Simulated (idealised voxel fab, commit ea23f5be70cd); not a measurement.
process module | voxel double patterning
cross-section cut | 160 nm wide | cells 5 nm
A cross-section is a grid of square cells, given in bands from the top down. A band is one or more rows of cells.
Each band's line starts with the height of the band's top and of its bottom, in nm. Then come its materials from left to right, each with its width in nm. One material with "throughout" fills the band from edge to edge. "air" is empty space.
Height 0 is the level under which the wafer as received is all one material. The lowest band goes on downwards, as in "0 down".
A width such as "30 to 40" changes by the same amount from each row of cells to the next, from the band's top row to its bottom row.
"no change" after a step means that no cell of the cross-section changed.
closed voids: empty space of 8 cells or more with no open way to the top, each as width x height at its distance from the left edge, in nm
after a step's settings: what the simulator itself notes on the step
overlay nm, on a step with a mask: how far to the right of its planned place the mask lay; to the left if negative
Each pair below shows a cross-section before one step and the cross-section after it, down to the lowest band that changed. The line under each pair gives the step between them, with its settings. The pairs can come from different runs of this module on the same starting wafer, so a pair continues from the pair above only where its "before" says so.
before
  0 down: Si throughout
  closed voids: none
after
  10 to 0: SiO2 throughout
  below 0: unchanged
  closed voids: none
the step between: op CONFORMAL_DEP | material SiO2 | thk nm 10
before: the cross-section after the pair above
after
  20 to 10: W throughout
  below 10: unchanged
  closed voids: none
the step between: op DIRECTIONAL_DEP | material W | thk nm 10
before: the cross-section after the pair above
after
  25 to 20: SiN throughout
  below 20: unchanged
  closed voids: none
the step between: op DIRECTIONAL_DEP | material SiN | thk nm 5
before: the cross-section after the pair above
after
  40 to 25: aC throughout
  below 25: unchanged
  closed voids: none
the step between: op DIRECTIONAL_DEP | material aC | thk nm 15
before: the cross-section after the pair above
after
  75 to 40: resist 45 | air 15 | resist 35 | air 15 | resist 50
  below 40: unchanged
  closed voids: none
the step between: op PATTERN | tone open | mask id FIRST | material resist | width nm 15 | pitch nm 50 | thk nm 35 | overlay nm 0
before: the cross-section after the pair above
after
  60 to 40: resist 45 | air 15 | resist 35 | air 15 | resist 50
  40 to 25: aC 45 | air 15 | aC 35 | air 15 | aC 50
  below 25: unchanged
  closed voids: none
the step between: op DIRECTIONAL_ETCH | etch materials aC | depth nm 15
before: the cross-section after the pair above
after
  40 to 25: aC 45 | air 15 | aC 35 | air 15 | aC 50
  below 25: unchanged
  closed voids: none
the step between: op STRIP | etch materials resist
before: the cross-section after the pair above
after
  40 to 25: aC 45 | air 15 | aC 35 | air 15 | aC 50
  25 to 20: SiN 45 | air 15 | SiN 35 | air 15 | SiN 50
  below 20: unchanged
  closed voids: none
the step between: op DIRECTIONAL_ETCH | etch materials SiN | depth nm 5
before: the cross-section after the pair above
after
  25 to 20: SiN 45 | air 15 | SiN 35 | air 15 | SiN 50
  below 20: unchanged
  closed voids: none
the step between: op STRIP | etch materials aC
before: the cross-section after the pair above
after
  35 to 30: aC 45 | air 15 | aC 35 | air 15 | aC 50
  30 to 25: aC throughout
  25 to 20: SiN 45 | aC 15 | SiN 35 | aC 15 | SiN 50
  below 20: unchanged
  closed voids: none
the step between: op DIRECTIONAL_DEP | material aC | thk nm 10
before: the cross-section after the pair above
after
  65 to 35: resist 70 | air 15 | resist 75
  35 to 30: aC 45 | resist 15 | aC 35 | resist 15 | aC 50
  below 30: unchanged
  closed voids: none
the step between: op PATTERN | tone open | mask id SECOND | material resist | width nm 15 | thk nm 30 | overlay nm 0
before: the cross-section after the pair above
after
  55 to 35: resist 70 | air 15 | resist 75
  35 to 30: aC 45 | resist 15 | aC 10 | air 15 | aC 10 | resist 15 | aC 50
  30 to 25: aC 70 | air 15 | aC 75
  below 25: unchanged
  closed voids: none
the step between: op DIRECTIONAL_ETCH | etch materials aC | depth nm 10
before: the cross-section after the pair above
after
  35 to 30: aC 45 | air 15 | aC 10 | air 15 | aC 10 | air 15 | aC 50
  below 30: unchanged
  closed voids: none
the step between: op STRIP | etch materials resist
before: the cross-section after the pair above
after
  35 to 30: aC 45 | air 15 | aC 10 | air 15 | aC 10 | air 15 | aC 50
  30 to 25: aC 70 | air 15 | aC 75
  25 to 20: SiN 45 | aC 15 | SiN 10 | air 15 | SiN 10 | aC 15 | SiN 50
  below 20: unchanged
  closed voids: none
the step between: op DIRECTIONAL_ETCH | etch materials SiN | depth nm 5
before: the cross-section after the pair above
after
  25 to 20: SiN 45 | air 15 | SiN 10 | air 15 | SiN 10 | air 15 | SiN 50
  below 20: unchanged
  closed voids: none
the step between: op STRIP | etch materials aC
before: the cross-section after the pair above
after
  25 to 20: SiN 45 | air 15 | SiN 10 | air 15 | SiN 10 | air 15 | SiN 50
  20 to 10: W 45 | air 15 | W 10 | air 15 | W 10 | air 15 | W 50
  below 10: unchanged
  closed voids: none
the step between: op DIRECTIONAL_ETCH | etch materials W | depth nm 10
before: the cross-section after the pair above
after
  20 to 10: W 45 | air 15 | W 10 | air 15 | W 10 | air 15 | W 50
  below 10: unchanged
  closed voids: none
the step between: op STRIP | etch materials SiN
before
  0 down: Si throughout
  closed voids: none
after
  10 to 0: W throughout
  below 0: unchanged
  closed voids: none
the step between: op DIRECTIONAL_DEP | material W | thk nm 10
before: the cross-section after the pair above
after
  15 to 10: SiN throughout
  below 10: unchanged
  closed voids: none
the step between: op DIRECTIONAL_DEP | material SiN | thk nm 5
before: the cross-section after the pair above
after
  30 to 15: aC throughout
  below 15: unchanged
  closed voids: none
the step between: op DIRECTIONAL_DEP | material aC | thk nm 15
before: the cross-section after the pair above
after
  65 to 30: resist 45 | air 15 | resist 35 | air 15 | resist 50
  below 30: unchanged
  closed voids: none
the step between: op PATTERN | tone open | mask id FIRST | material resist | width nm 15 | pitch nm 50 | thk nm 35 | overlay nm 0
before: the cross-section after the pair above
after
  50 to 30: resist 45 | air 15 | resist 35 | air 15 | resist 50
  30 to 15: aC 45 | air 15 | aC 35 | air 15 | aC 50
  below 15: unchanged
  closed voids: none
the step between: op DIRECTIONAL_ETCH | etch materials aC | depth nm 15
before: the cross-section after the pair above
after
  30 to 15: aC 45 | air 15 | aC 35 | air 15 | aC 50
  below 15: unchanged
  closed voids: none
the step between: op STRIP | etch materials resist
before: the cross-section after the pair above
after
  30 to 15: aC 45 | air 15 | aC 35 | air 15 | aC 50
  15 to 10: SiN 45 | air 15 | SiN 35 | air 15 | SiN 50
  below 10: unchanged
  closed voids: none
the step between: op DIRECTIONAL_ETCH | etch materials SiN | depth nm 5
before: the cross-section after the pair above
after
  15 to 10: SiN 45 | air 15 | SiN 35 | air 15 | SiN 50
  below 10: unchanged
  closed voids: none
the step between: op STRIP | etch materials aC
before: the cross-section after the pair above
after
  25 to 20: aC 45 | air 15 | aC 35 | air 15 | aC 50
  20 to 15: aC throughout
  15 to 10: SiN 45 | aC 15 | SiN 35 | aC 15 | SiN 50
  below 10: unchanged
  closed voids: none
the step between: op DIRECTIONAL_DEP | material aC | thk nm 10
before: the cross-section after the pair above
after
  55 to 25: resist 70 | air 15 | resist 75
  25 to 20: aC 45 | resist 15 | aC 35 | resist 15 | aC 50
  below 20: unchanged
  closed voids: none
the step between: op PATTERN | tone open | mask id SECOND | material resist | width nm 15 | thk nm 30 | overlay nm 0
before: the cross-section after the pair above
after
  45 to 25: resist 70 | air 15 | resist 75
  25 to 20: aC 45 | resist 15 | aC 10 | air 15 | aC 10 | resist 15 | aC 50
  20 to 15: aC 70 | air 15 | aC 75
  below 15: unchanged
  closed voids: none
the step between: op DIRECTIONAL_ETCH | etch materials aC | depth nm 10
before: the cross-section after the pair above
after
  25 to 20: aC 45 | air 15 | aC 10 | air 15 | aC 10 | air 15 | aC 50
  below 20: unchanged
  closed voids: none
the step between: op STRIP | etch materials resist
before: the cross-section after the pair above
after
  25 to 20: aC 45 | air 15 | aC 10 | air 15 | aC 10 | air 15 | aC 50
  20 to 15: aC 70 | air 15 | aC 75
  15 to 10: SiN 45 | aC 15 | SiN 10 | air 15 | SiN 10 | aC 15 | SiN 50
  below 10: unchanged
  closed voids: none
the step between: op DIRECTIONAL_ETCH | etch materials SiN | depth nm 5
before: the cross-section after the pair above
after
  15 to 10: SiN 45 | air 15 | SiN 10 | air 15 | SiN 10 | air 15 | SiN 50
  below 10: unchanged
  closed voids: none
the step between: op STRIP | etch materials aC
before: the cross-section after the pair above
after
  15 to 10: SiN 45 | air 15 | SiN 10 | air 15 | SiN 10 | air 15 | SiN 50
  10 to 0: W 45 | air 15 | W 10 | air 15 | W 10 | air 15 | W 50
  below 0: unchanged
  closed voids: none
the step between: op DIRECTIONAL_ETCH | etch materials W | depth nm 10
before: the cross-section after the pair above
after
  10 to 0: W 45 | air 15 | W 10 | air 15 | W 10 | air 15 | W 50
  below 0: unchanged
  closed voids: none
the step between: op STRIP | etch materials SiN
before
  55 to 35: resist 70 | air 15 | resist 75
  35 to 30: aC 45 | resist 15 | aC 10 | air 15 | aC 10 | resist 15 | aC 50
  30 to 25: aC 70 | air 15 | aC 75
  25 to 20: SiN 45 | aC 15 | SiN 35 | aC 15 | SiN 50
  20 to 10: W throughout
  10 to 0: SiO2 throughout
  0 down: Si throughout
  closed voids: none
after
  45 to 35: resist 70 | air 15 | resist 75
  below 35: unchanged
  closed voids: none
the step between: op DIRECTIONAL_ETCH | etch materials aC | depth nm 10
before: the cross-section after the pair above
after
  35 to 30: aC 45 | air 15 | aC 10 | air 15 | aC 10 | air 15 | aC 50
  below 30: unchanged
  closed voids: none
the step between: op STRIP | etch materials resist
before
  10 to 0: W throughout
  0 down: Si throughout
  closed voids: none
after
  20 to 10: SiO2 throughout
  below 10: unchanged
  closed voids: none
the step between: op CONFORMAL_DEP | material SiO2 | thk nm 10
before: the cross-section after the pair above
after
  25 to 20: SiN throughout
  below 20: unchanged
  closed voids: none
the step between: op DIRECTIONAL_DEP | material SiN | thk nm 5
before: the cross-section after the pair above
after
  40 to 25: aC throughout
  below 25: unchanged
  closed voids: none
the step between: op DIRECTIONAL_DEP | material aC | thk nm 15
before: the cross-section after the pair above
after
  75 to 40: resist 45 | air 15 | resist 35 | air 15 | resist 50
  below 40: unchanged
  closed voids: none
the step between: op PATTERN | tone open | mask id FIRST | material resist | width nm 15 | pitch nm 50 | thk nm 35 | overlay nm 0
before: the cross-section after the pair above
after
  60 to 40: resist 45 | air 15 | resist 35 | air 15 | resist 50
  40 to 25: aC 45 | air 15 | aC 35 | air 15 | aC 50
  below 25: unchanged
  closed voids: none
the step between: op DIRECTIONAL_ETCH | etch materials aC | depth nm 15
before: the cross-section after the pair above
after
  40 to 25: aC 45 | air 15 | aC 35 | air 15 | aC 50
  below 25: unchanged
  closed voids: none
the step between: op STRIP | etch materials resist
before: the cross-section after the pair above
after
  40 to 25: aC 45 | air 15 | aC 35 | air 15 | aC 50
  25 to 20: SiN 45 | air 15 | SiN 35 | air 15 | SiN 50
  below 20: unchanged
  closed voids: none
the step between: op DIRECTIONAL_ETCH | etch materials SiN | depth nm 5
before: the cross-section after the pair above
after
  25 to 20: SiN 45 | air 15 | SiN 35 | air 15 | SiN 50
  below 20: unchanged
  closed voids: none
the step between: op STRIP | etch materials aC
before: the cross-section after the pair above
after
  35 to 30: aC 45 | air 15 | aC 35 | air 15 | aC 50
  30 to 25: aC throughout
  25 to 20: SiN 45 | aC 15 | SiN 35 | aC 15 | SiN 50
  below 20: unchanged
  closed voids: none
the step between: op DIRECTIONAL_DEP | material aC | thk nm 10
before: the cross-section after the pair above
after
  65 to 35: resist 70 | air 15 | resist 75
  35 to 30: aC 45 | resist 15 | aC 35 | resist 15 | aC 50
  below 30: unchanged
  closed voids: none
the step between: op PATTERN | tone open | mask id SECOND | material resist | width nm 15 | thk nm 30 | overlay nm 0
before: the cross-section after the pair above
after
  55 to 35: resist 70 | air 15 | resist 75
  35 to 30: aC 45 | resist 15 | aC 10 | air 15 | aC 10 | resist 15 | aC 50
  30 to 25: aC 70 | air 15 | aC 75
  below 25: unchanged
  closed voids: none
the step between: op DIRECTIONAL_ETCH | etch materials aC | depth nm 10
before: the cross-section after the pair above
after
  35 to 30: aC 45 | air 15 | aC 10 | air 15 | aC 10 | air 15 | aC 50
  below 30: unchanged
  closed voids: none
the step between: op STRIP | etch materials resist
before: the cross-section after the pair above
after
  35 to 30: aC 45 | air 15 | aC 10 | air 15 | aC 10 | air 15 | aC 50
  30 to 25: aC 70 | air 15 | aC 75
  25 to 20: SiN 45 | aC 15 | SiN 10 | air 15 | SiN 10 | aC 15 | SiN 50
  below 20: unchanged
  closed voids: none
the step between: op DIRECTIONAL_ETCH | etch materials SiN | depth nm 5
before: the cross-section after the pair above
after
  25 to 20: SiN 45 | air 15 | SiN 10 | air 15 | SiN 10 | air 15 | SiN 50
  below 20: unchanged
  closed voids: none
the step between: op STRIP | etch materials aC
before: the cross-section after the pair above
after
  20 to 10: SiO2 throughout
  below 10: unchanged
  closed voids: none
the step between: op STRIP | etch materials SiN
before
  0 down: Si throughout
  closed voids: none
after
  15 to 0: SiO2 throughout
  below 0: unchanged
  closed voids: none
the step between: op CONFORMAL_DEP | material SiO2 | thk nm 15
before: the cross-section after the pair above
after
  25 to 15: W throughout
  below 15: unchanged
  closed voids: none
the step between: op DIRECTIONAL_DEP | material W | thk nm 10
before: the cross-section after the pair above
after
  30 to 25: SiN throughout
  below 25: unchanged
  closed voids: none
the step between: op DIRECTIONAL_DEP | material SiN | thk nm 5
before: the cross-section after the pair above
after
  45 to 30: aC throughout
  below 30: unchanged
  closed voids: none
the step between: op DIRECTIONAL_DEP | material aC | thk nm 15
before: the cross-section after the pair above
after
  80 to 45: resist 45 | air 15 | resist 35 | air 15 | resist 50
  below 45: unchanged
  closed voids: none
the step between: op PATTERN | tone open | mask id FIRST | material resist | width nm 15 | pitch nm 50 | thk nm 35 | overlay nm 0
before: the cross-section after the pair above
after
  65 to 45: resist 45 | air 15 | resist 35 | air 15 | resist 50
  45 to 30: aC 45 | air 15 | aC 35 | air 15 | aC 50
  below 30: unchanged
  closed voids: none
the step between: op DIRECTIONAL_ETCH | etch materials aC | depth nm 15
before: the cross-section after the pair above
after
  45 to 30: aC 45 | air 15 | aC 35 | air 15 | aC 50
  below 30: unchanged
  closed voids: none
the step between: op STRIP | etch materials resist
before: the cross-section after the pair above
after
  45 to 30: aC 45 | air 15 | aC 35 | air 15 | aC 50
  30 to 25: SiN 45 | air 15 | SiN 35 | air 15 | SiN 50
  below 25: unchanged
  closed voids: none
the step between: op DIRECTIONAL_ETCH | etch materials SiN | depth nm 5
before: the cross-section after the pair above
after
  30 to 25: SiN 45 | air 15 | SiN 35 | air 15 | SiN 50
  below 25: unchanged
  closed voids: none
the step between: op STRIP | etch materials aC
before: the cross-section after the pair above
after
  40 to 35: aC 45 | air 15 | aC 35 | air 15 | aC 50
  35 to 30: aC throughout
  30 to 25: SiN 45 | aC 15 | SiN 35 | aC 15 | SiN 50
  below 25: unchanged
  closed voids: none
the step between: op DIRECTIONAL_DEP | material aC | thk nm 10
before: the cross-section after the pair above
after
  70 to 40: resist 70 | air 15 | resist 75
  40 to 35: aC 45 | resist 15 | aC 35 | resist 15 | aC 50
  below 35: unchanged
  closed voids: none
the step between: op PATTERN | tone open | mask id SECOND | material resist | width nm 15 | thk nm 30 | overlay nm 0
before: the cross-section after the pair above
after
  60 to 40: resist 70 | air 15 | resist 75
  40 to 35: aC 45 | resist 15 | aC 10 | air 15 | aC 10 | resist 15 | aC 50
  35 to 30: aC 70 | air 15 | aC 75
  below 30: unchanged
  closed voids: none
the step between: op DIRECTIONAL_ETCH | etch materials aC | depth nm 10
before: the cross-section after the pair above
after
  40 to 35: aC 45 | air 15 | aC 10 | air 15 | aC 10 | air 15 | aC 50
  below 35: unchanged
  closed voids: none
the step between: op STRIP | etch materials resist
before: the cross-section after the pair above
after
  40 to 35: aC 45 | air 15 | aC 10 | air 15 | aC 10 | air 15 | aC 50
  35 to 30: aC 70 | air 15 | aC 75
  30 to 25: SiN 45 | aC 15 | SiN 10 | air 15 | SiN 10 | aC 15 | SiN 50
  below 25: unchanged
  closed voids: none
the step between: op DIRECTIONAL_ETCH | etch materials SiN | depth nm 5
before: the cross-section after the pair above
after
  30 to 25: SiN 45 | air 15 | SiN 10 | air 15 | SiN 10 | air 15 | SiN 50
  below 25: unchanged
  closed voids: none
the step between: op STRIP | etch materials aC
before: the cross-section after the pair above
after
  30 to 25: SiN 45 | air 15 | SiN 10 | air 15 | SiN 10 | air 15 | SiN 50
  25 to 15: W 45 | air 15 | W 10 | air 15 | W 10 | air 15 | W 50
  below 15: unchanged
  closed voids: none
the step between: op DIRECTIONAL_ETCH | etch materials W | depth nm 10
before: the cross-section after the pair above
after
  25 to 15: W 45 | air 15 | W 10 | air 15 | W 10 | air 15 | W 50
  below 15: unchanged
  closed voids: none
the step between: op STRIP | etch materials SiN
before
  35 to 30: aC 45 | air 15 | aC 35 | air 15 | aC 50
  30 to 25: aC throughout
  25 to 20: SiN 45 | aC 15 | SiN 35 | aC 15 | SiN 50
  20 to 10: W throughout
  10 to 0: SiO2 throughout
  0 down: Si throughout
  closed voids: none
after
  65 to 35: resist 65 | air 25 | resist 70
  35 to 30: aC 45 | resist 15 | aC 35 | resist 15 | aC 50
  below 30: unchanged
  closed voids: none
the step between: op PATTERN | tone open | mask id SECOND | material resist | width nm 25 | thk nm 30 | overlay nm 0
before: the cross-section after the pair above
after
  55 to 35: resist 65 | air 25 | resist 70
  35 to 30: aC 45 | resist 15 | aC 5 | air 25 | aC 5 | resist 15 | aC 50
  30 to 25: aC 65 | air 25 | aC 70
  below 25: unchanged
  closed voids: none
the step between: op DIRECTIONAL_ETCH | etch materials aC | depth nm 10
before: the cross-section after the pair above
after
  35 to 30: aC 45 | air 15 | aC 5 | air 25 | aC 5 | air 15 | aC 50
  below 30: unchanged
  closed voids: none
the step between: op STRIP | etch materials resist
before: the cross-section after the pair above
after
  35 to 30: aC 45 | air 15 | aC 5 | air 25 | aC 5 | air 15 | aC 50
  30 to 25: aC 65 | air 25 | aC 70
  25 to 20: SiN 45 | aC 15 | SiN 5 | air 25 | SiN 5 | aC 15 | SiN 50
  below 20: unchanged
  closed voids: none
the step between: op DIRECTIONAL_ETCH | etch materials SiN | depth nm 5
before: the cross-section after the pair above
after
  25 to 20: SiN 45 | air 15 | SiN 5 | air 25 | SiN 5 | air 15 | SiN 50
  below 20: unchanged
  closed voids: none
the step between: op STRIP | etch materials aC
before: the cross-section after the pair above
after
  25 to 20: SiN 45 | air 15 | SiN 5 | air 25 | SiN 5 | air 15 | SiN 50
  20 to 10: W 45 | air 15 | W 5 | air 25 | W 5 | air 15 | W 50
  below 10: unchanged
  closed voids: none
the step between: op DIRECTIONAL_ETCH | etch materials W | depth nm 10
before: the cross-section after the pair above
after
  20 to 10: W 45 | air 15 | W 5 | air 25 | W 5 | air 15 | W 50
  below 10: unchanged
  closed voids: none
the step between: op STRIP | etch materials SiN
before
  35 to 30: aC 45 | air 15 | aC 35 | air 15 | aC 50
  30 to 25: aC throughout
  25 to 20: SiN 45 | aC 15 | SiN 35 | aC 15 | SiN 50
  20 to 10: W throughout
  10 to 0: SiO2 throughout
  0 down: Si throughout
  closed voids: none
after
  65 to 35: resist 60 | air 15 | resist 85
  35 to 30: aC 45 | resist 15 | aC 35 | resist 15 | aC 50
  below 30: unchanged
  closed voids: none
the step between: op PATTERN | tone open | mask id SECOND | material resist | width nm 15 | thk nm 30 | overlay nm -10
before: the cross-section after the pair above
after
  55 to 35: resist 60 | air 15 | resist 85
  35 to 30: aC 45 | resist 15 | air 15 | aC 20 | resist 15 | aC 50
  30 to 25: aC 60 | air 15 | aC 85
  below 25: unchanged
  closed voids: none
the step between: op DIRECTIONAL_ETCH | etch materials aC | depth nm 10
before: the cross-section after the pair above
after
  35 to 30: aC 45 | air 30 | aC 20 | air 15 | aC 50
  below 30: unchanged
  closed voids: none
the step between: op STRIP | etch materials resist
before: the cross-section after the pair above
after
  35 to 30: aC 45 | air 30 | aC 20 | air 15 | aC 50
  30 to 25: aC 60 | air 15 | aC 85
  25 to 20: SiN 45 | aC 15 | air 15 | SiN 20 | aC 15 | SiN 50
  below 20: unchanged
  closed voids: none
the step between: op DIRECTIONAL_ETCH | etch materials SiN | depth nm 5
before: the cross-section after the pair above
after
  25 to 20: SiN 45 | air 30 | SiN 20 | air 15 | SiN 50
  below 20: unchanged
  closed voids: none
the step between: op STRIP | etch materials aC
before: the cross-section after the pair above
after
  25 to 20: SiN 45 | air 30 | SiN 20 | air 15 | SiN 50
  20 to 10: W 45 | air 30 | W 20 | air 15 | W 50
  below 10: unchanged
  closed voids: none
the step between: op DIRECTIONAL_ETCH | etch materials W | depth nm 10
before: the cross-section after the pair above
after
  20 to 10: W 45 | air 30 | W 20 | air 15 | W 50
  below 10: unchanged
  closed voids: none
the step between: op STRIP | etch materials SiN
before
  0 down: Si throughout
  closed voids: none
after
  10 to 0: aC throughout
  below 0: unchanged
  closed voids: none
the step between: op CONFORMAL_DEP | material aC | thk nm 10
before: the cross-section after the pair above
after
  20 to 10: W throughout
  below 10: unchanged
  closed voids: none
the step between: op DIRECTIONAL_DEP | material W | thk nm 10
before: the cross-section after the pair above
after
  25 to 20: SiN throughout
  below 20: unchanged
  closed voids: none
the step between: op DIRECTIONAL_DEP | material SiN | thk nm 5
before: the cross-section after the pair above
after
  40 to 25: aC throughout
  below 25: unchanged
  closed voids: none
the step between: op DIRECTIONAL_DEP | material aC | thk nm 15
before: the cross-section after the pair above
after
  75 to 40: resist 45 | air 15 | resist 35 | air 15 | resist 50
  below 40: unchanged
  closed voids: none
the step between: op PATTERN | tone open | mask id FIRST | material resist | width nm 15 | pitch nm 50 | thk nm 35 | overlay nm 0
before: the cross-section after the pair above
after
  60 to 40: resist 45 | air 15 | resist 35 | air 15 | resist 50
  40 to 25: aC 45 | air 15 | aC 35 | air 15 | aC 50
  below 25: unchanged
  closed voids: none
the step between: op DIRECTIONAL_ETCH | etch materials aC | depth nm 15
before: the cross-section after the pair above
after
  40 to 25: aC 45 | air 15 | aC 35 | air 15 | aC 50
  below 25: unchanged
  closed voids: none
the step between: op STRIP | etch materials resist
before: the cross-section after the pair above
after
  40 to 25: aC 45 | air 15 | aC 35 | air 15 | aC 50
  25 to 20: SiN 45 | air 15 | SiN 35 | air 15 | SiN 50
  below 20: unchanged
  closed voids: none
the step between: op DIRECTIONAL_ETCH | etch materials SiN | depth nm 5
before: the cross-section after the pair above
after
  25 to 20: SiN 45 | air 15 | SiN 35 | air 15 | SiN 50
  below 20: unchanged
  closed voids: none
the step between: op STRIP | etch materials aC
before: the cross-section after the pair above
after
  35 to 30: aC 45 | air 15 | aC 35 | air 15 | aC 50
  30 to 25: aC throughout
  25 to 20: SiN 45 | aC 15 | SiN 35 | aC 15 | SiN 50
  below 20: unchanged
  closed voids: none
the step between: op DIRECTIONAL_DEP | material aC | thk nm 10
before: the cross-section after the pair above
after
  65 to 35: resist 70 | air 15 | resist 75
  35 to 30: aC 45 | resist 15 | aC 35 | resist 15 | aC 50
  below 30: unchanged
  closed voids: none
the step between: op PATTERN | tone open | mask id SECOND | material resist | width nm 15 | thk nm 30 | overlay nm 0
before: the cross-section after the pair above
after
  55 to 35: resist 70 | air 15 | resist 75
  35 to 30: aC 45 | resist 15 | aC 10 | air 15 | aC 10 | resist 15 | aC 50
  30 to 25: aC 70 | air 15 | aC 75
  below 25: unchanged
  closed voids: none
the step between: op DIRECTIONAL_ETCH | etch materials aC | depth nm 10
before: the cross-section after the pair above
after
  35 to 30: aC 45 | air 15 | aC 10 | air 15 | aC 10 | air 15 | aC 50
  below 30: unchanged
  closed voids: none
the step between: op STRIP | etch materials resist
before: the cross-section after the pair above
after
  35 to 30: aC 45 | air 15 | aC 10 | air 15 | aC 10 | air 15 | aC 50
  30 to 25: aC 70 | air 15 | aC 75
  25 to 20: SiN 45 | aC 15 | SiN 10 | air 15 | SiN 10 | aC 15 | SiN 50
  below 20: unchanged
  closed voids: none
the step between: op DIRECTIONAL_ETCH | etch materials SiN | depth nm 5
before: the cross-section after the pair above
after
  25 to 20: SiN 45 | air 15 | SiN 10 | air 15 | SiN 10 | air 15 | SiN 50
  below 20: unchanged
  closed voids: none
the step between: op STRIP | etch materials aC
before: the cross-section after the pair above
after
  25 to 20: SiN 45 | air 15 | SiN 10 | air 15 | SiN 10 | air 15 | SiN 50
  20 to 10: W 45 | air 15 | W 10 | air 15 | W 10 | air 15 | W 50
  below 10: unchanged
  closed voids: none
the step between: op DIRECTIONAL_ETCH | etch materials W | depth nm 10
before: the cross-section after the pair above
after
  20 to 10: W 45 | air 15 | W 10 | air 15 | W 10 | air 15 | W 50
  below 10: unchanged
  closed voids: none
the step between: op STRIP | etch materials SiN
before
  40 to 25: aC throughout
  25 to 20: SiN throughout
  20 to 10: W throughout
  10 to 0: SiO2 throughout
  0 down: Si throughout
  closed voids: none
after
  75 to 40: air 45 | resist 15 | air 35 | resist 15 | air 50
  below 40: unchanged
  closed voids: none
the step between: op PATTERN | tone cover | mask id FIRST | material resist | width nm 15 | pitch nm 50 | thk nm 35 | overlay nm 0
before: the cross-section after the pair above
after
  60 to 40: air 45 | resist 15 | air 35 | resist 15 | air 50
  40 to 25: air 45 | aC 15 | air 35 | aC 15 | air 50
  below 25: unchanged
  closed voids: none
the step between: op DIRECTIONAL_ETCH | etch materials aC | depth nm 15
before: the cross-section after the pair above
after
  40 to 25: air 45 | aC 15 | air 35 | aC 15 | air 50
  below 25: unchanged
  closed voids: none
the step between: op STRIP | etch materials resist
before: the cross-section after the pair above
after
  40 to 25: air 45 | aC 15 | air 35 | aC 15 | air 50
  25 to 20: air 45 | SiN 15 | air 35 | SiN 15 | air 50
  below 20: unchanged
  closed voids: none
the step between: op DIRECTIONAL_ETCH | etch materials SiN | depth nm 5
before: the cross-section after the pair above
after
  25 to 20: air 45 | SiN 15 | air 35 | SiN 15 | air 50
  below 20: unchanged
  closed voids: none
the step between: op STRIP | etch materials aC
before: the cross-section after the pair above
after
  35 to 30: air 45 | aC 15 | air 35 | aC 15 | air 50
  30 to 25: aC throughout
  25 to 20: aC 45 | SiN 15 | aC 35 | SiN 15 | aC 50
  below 20: unchanged
  closed voids: none
the step between: op DIRECTIONAL_DEP | material aC | thk nm 10
before: the cross-section after the pair above
after
  65 to 35: resist 70 | air 15 | resist 75
  35 to 30: resist 45 | aC 15 | resist 10 | air 15 | resist 10 | aC 15 | resist 50
  below 30: unchanged
  closed voids: none
the step between: op PATTERN | tone open | mask id SECOND | material resist | width nm 15 | thk nm 30 | overlay nm 0
before: the cross-section after the pair above
after
  55 to 35: resist 70 | air 15 | resist 75
  35 to 30: resist 45 | aC 15 | resist 10 | air 15 | resist 10 | aC 15 | resist 50
  30 to 25: aC 70 | air 15 | aC 75
  25 to 20: aC 45 | SiN 15 | aC 10 | air 15 | aC 10 | SiN 15 | aC 50
  below 20: unchanged
  closed voids: none
the step between: op DIRECTIONAL_ETCH | etch materials aC | depth nm 10
before: the cross-section after the pair above
after
  35 to 30: air 45 | aC 15 | air 35 | aC 15 | air 50
  below 30: unchanged
  closed voids: none
the step between: op STRIP | etch materials resist
before: the cross-section after the pair above
after
  25 to 20: air 45 | SiN 15 | air 35 | SiN 15 | air 50
  below 20: unchanged
  closed voids: none
the step between: op STRIP | etch materials aC
before: the cross-section after the pair above
after
  25 to 20: air 45 | SiN 15 | air 35 | SiN 15 | air 50
  20 to 10: air 45 | W 15 | air 35 | W 15 | air 50
  below 10: unchanged
  closed voids: none
the step between: op DIRECTIONAL_ETCH | etch materials W | depth nm 10
before: the cross-section after the pair above
after
  20 to 10: air 45 | W 15 | air 35 | W 15 | air 50
  below 10: unchanged
  closed voids: none
the step between: op STRIP | etch materials SiN
